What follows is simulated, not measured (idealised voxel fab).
This section sets out a process module, namely voxel spacer lines.
cross-section cut | 300 nm wide | cells 5 nm
If you're reading a cross-section in this doc, picture square cells in a grid; it comes to you as bands, top ones listed first down to the bottom, and a band can be one or more rows of cells.
Top height, bottom height, nm. Materials left to right, width each, nm. Single material + "full width" = fills band edge to edge. "blank" = empty.
Heights are reckoned from 0. Under this level, the received wafer is all of one material. The bottommost band is open-ended downward, for example "0 and below".
Read "30 to 40" as a graded width: first number on top, second number at the bottom, same change between each pair of neighbouring rows.
"no change occurred" after a step means that no cell of the cross-section changed.
Enclosed voids (no open way to top), threshold 8 cells or more, entry "Closed empty spaces", notation width x height at distance, distance from left edge, nm.
On a step's line, text after the settings is the simulator commenting on that step.
overlay nm: mask right of planned place by this much (step with mask). Neg. = left.
[Planned step list for the process]
1 op RECEIVE | material Si
2 op CONFORMAL_DEP | material Al2O3 | thk nm 10
3 op DIRECTIONAL_DEP | material W | thk nm 15
4 op DIRECTIONAL_DEP | material polySi | thk nm 25
5 op PATTERN | tone cover | mask id MANDREL | material resist | width nm 15 | pitch nm 50 | thk nm 30 | overlay nm 0
6 op DIRECTIONAL_ETCH | etch materials polySi | depth nm 25
7 op STRIP | etch materials resist
8 op CONFORMAL_DEP | material SiO2 | thk nm 10
9 op DIRECTIONAL_ETCH | etch materials SiO2 | depth nm 10
10 op STRIP | etch materials polySi
11 op DIRECTIONAL_ETCH | etch materials W | depth nm 15
12 op STRIP | etch materials SiO2
13 op FILL_DEP | material SiO2 | thk nm 5
14 op CMP | height nm 25
[First of two wafers: run as planned]
[As-received state of the wafer in cross-section, equivalent to post-step 1]
* 0 and below: Si full width
* Closed empty spaces: none
[Wafer xsec, post step 2]
* 10 down to 0: Al2O3 full width
* Heights below 0 show no change.
[Wafer xsec, post step 3]
* 25 down to 10: W full width
* Heights below 10 show no change.
[Wafer xsec, post step 4]
* 50 down to 25: polySi full width
* Heights below 25 show no change.
[Wafer xsec, post step 5]
* 80 down to 50: 115 nm blank | 15 nm resist | 35 nm blank | 15 nm resist | 120 nm blank
* Heights below 50 show no change.
[Wafer xsec, post step 6]
* 80 down to 50: 115 nm blank | 15 nm resist | 35 nm blank | 15 nm resist | 120 nm blank
* 50 down to 25: 115 nm blank | 15 nm polySi | 35 nm blank | 15 nm polySi | 120 nm blank
* Heights below 25 show no change.
[Wafer xsec, post step 7]
* 50 down to 25: 115 nm blank | 15 nm polySi | 35 nm blank | 15 nm polySi | 120 nm blank
* Heights below 25 show no change.
[Wafer xsec, post step 8]
* 60 down to 50: 105 nm blank | 35 nm SiO2 | 15 nm blank | 35 nm SiO2 | 110 nm blank
* 50 down to 35: 105 nm blank | 10 nm SiO2 | 15 nm polySi | 10 nm SiO2 | 15 nm blank | 10 nm SiO2 | 15 nm polySi | 10 nm SiO2 | 110 nm blank
* 35 down to 25: 115 nm SiO2 | 15 nm polySi | 35 nm SiO2 | 15 nm polySi | 120 nm SiO2
* Heights below 25 show no change.
[Wafer xsec, post step 9]
* 50 down to 25: 105 nm blank | 10 nm SiO2 | 15 nm polySi | 10 nm SiO2 | 15 nm blank | 10 nm SiO2 | 15 nm polySi | 10 nm SiO2 | 110 nm blank
* Heights below 25 show no change.
[Wafer xsec, post step 10]
* 50 down to 25: 105 nm blank | 10 nm SiO2 | 15 nm blank | 10 nm SiO2 | 15 nm blank | 10 nm SiO2 | 15 nm blank | 10 nm SiO2 | 110 nm blank
* Heights below 25 show no change.
[Wafer xsec, post step 11]
* 50 down to 25: 105 nm blank | 10 nm SiO2 | 15 nm blank | 10 nm SiO2 | 15 nm blank | 10 nm SiO2 | 15 nm blank | 10 nm SiO2 | 110 nm blank
* 25 down to 10: 105 nm blank | 10 nm W | 15 nm blank | 10 nm W | 15 nm blank | 10 nm W | 15 nm blank | 10 nm W | 110 nm blank
* Heights below 10 show no change.
[Wafer xsec, post step 12]
* 25 down to 10: 105 nm blank | 10 nm W | 15 nm blank | 10 nm W | 15 nm blank | 10 nm W | 15 nm blank | 10 nm W | 110 nm blank
* Heights below 10 show no change.
[Wafer xsec, post step 13]
* 30 down to 25: SiO2 full width
* 25 down to 10: 105 nm SiO2 | 10 nm W | 15 nm SiO2 | 10 nm W | 15 nm SiO2 | 10 nm W | 15 nm SiO2 | 10 nm W | 110 nm SiO2
* Heights below 10 show no change.
[Wafer xsec, post step 14]
* 25 down to 10: 105 nm SiO2 | 10 nm W | 15 nm SiO2 | 10 nm W | 15 nm SiO2 | 10 nm W | 15 nm SiO2 | 10 nm W | 110 nm SiO2
* Heights below 10 show no change.
[Second wafer: same start and same plan as the first, one execution error; identical to the first through step 1]
[Look at the second wafer in cross-section at the time step 2 ought to have finished]
* 5 down to 0: Al2O3 full width
* Heights below 0 show no change.
[Look at the second wafer in cross-section at the time step 3 ought to have finished]
* 20 down to 5: W full width
* Heights below 5 show no change.
[Look at the second wafer in cross-section at the time step 4 ought to have finished]
* 45 down to 20: polySi full width
* Heights below 20 show no change.
[Look at the second wafer in cross-section at the time step 5 ought to have finished]
* 75 down to 45: 115 nm blank | 15 nm resist | 35 nm blank | 15 nm resist | 120 nm blank
* Heights below 45 show no change.
[Look at the second wafer in cross-section at the time step 6 ought to have finished]
* 75 down to 45: 115 nm blank | 15 nm resist | 35 nm blank | 15 nm resist | 120 nm blank
* 45 down to 20: 115 nm blank | 15 nm polySi | 35 nm blank | 15 nm polySi | 120 nm blank
* Heights below 20 show no change.
[Look at the second wafer in cross-section at the time step 7 ought to have finished]
* 45 down to 20: 115 nm blank | 15 nm polySi | 35 nm blank | 15 nm polySi | 120 nm blank
* Heights below 20 show no change.
[Look at the second wafer in cross-section at the time step 8 ought to have finished]
* 55 down to 45: 105 nm blank | 35 nm SiO2 | 15 nm blank | 35 nm SiO2 | 110 nm blank
* 45 down to 30: 105 nm blank | 10 nm SiO2 | 15 nm polySi | 10 nm SiO2 | 15 nm blank | 10 nm SiO2 | 15 nm polySi | 10 nm SiO2 | 110 nm blank
* 30 down to 20: 115 nm SiO2 | 15 nm polySi | 35 nm SiO2 | 15 nm polySi | 120 nm SiO2
* Heights below 20 show no change.
[Look at the second wafer in cross-section at the time step 9 ought to have finished]
* 45 down to 20: 105 nm blank | 10 nm SiO2 | 15 nm polySi | 10 nm SiO2 | 15 nm blank | 10 nm SiO2 | 15 nm polySi | 10 nm SiO2 | 110 nm blank
* Heights below 20 show no change.
[Look at the second wafer in cross-section at the time step 10 ought to have finished]
* 45 down to 20: 105 nm blank | 10 nm SiO2 | 15 nm blank | 10 nm SiO2 | 15 nm blank | 10 nm SiO2 | 15 nm blank | 10 nm SiO2 | 110 nm blank
* Heights below 20 show no change.
[Look at the second wafer in cross-section at the time step 11 ought to have finished]
* 45 down to 20: 105 nm blank | 10 nm SiO2 | 15 nm blank | 10 nm SiO2 | 15 nm blank | 10 nm SiO2 | 15 nm blank | 10 nm SiO2 | 110 nm blank
* 20 down to 5: 105 nm blank | 10 nm W | 15 nm blank | 10 nm W | 15 nm blank | 10 nm W | 15 nm blank | 10 nm W | 110 nm blank
* Heights below 5 show no change.
[Look at the second wafer in cross-section at the time step 12 ought to have finished]
* 20 down to 5: 105 nm blank | 10 nm W | 15 nm blank | 10 nm W | 15 nm blank | 10 nm W | 15 nm blank | 10 nm W | 110 nm blank
* Heights below 5 show no change.
[Look at the second wafer in cross-section at the time step 13 ought to have finished]
* 25 down to 20: SiO2 full width
* 20 down to 5: 105 nm SiO2 | 10 nm W | 15 nm SiO2 | 10 nm W | 15 nm SiO2 | 10 nm W | 15 nm SiO2 | 10 nm W | 110 nm SiO2
* Heights below 5 show no change.
Look at the second wafer in cross-section at the time step 14 ought to have finished: no change occurred
What was done differently from what was planned? not per plan at step 2, really ran op CONFORMAL_DEP | material Al2O3 | thk nm 5
Once processing is complete, comparing cell counts shows that the second wafer has more or fewer of certain materials than the first: -60 Al2O3; +60 SiO2
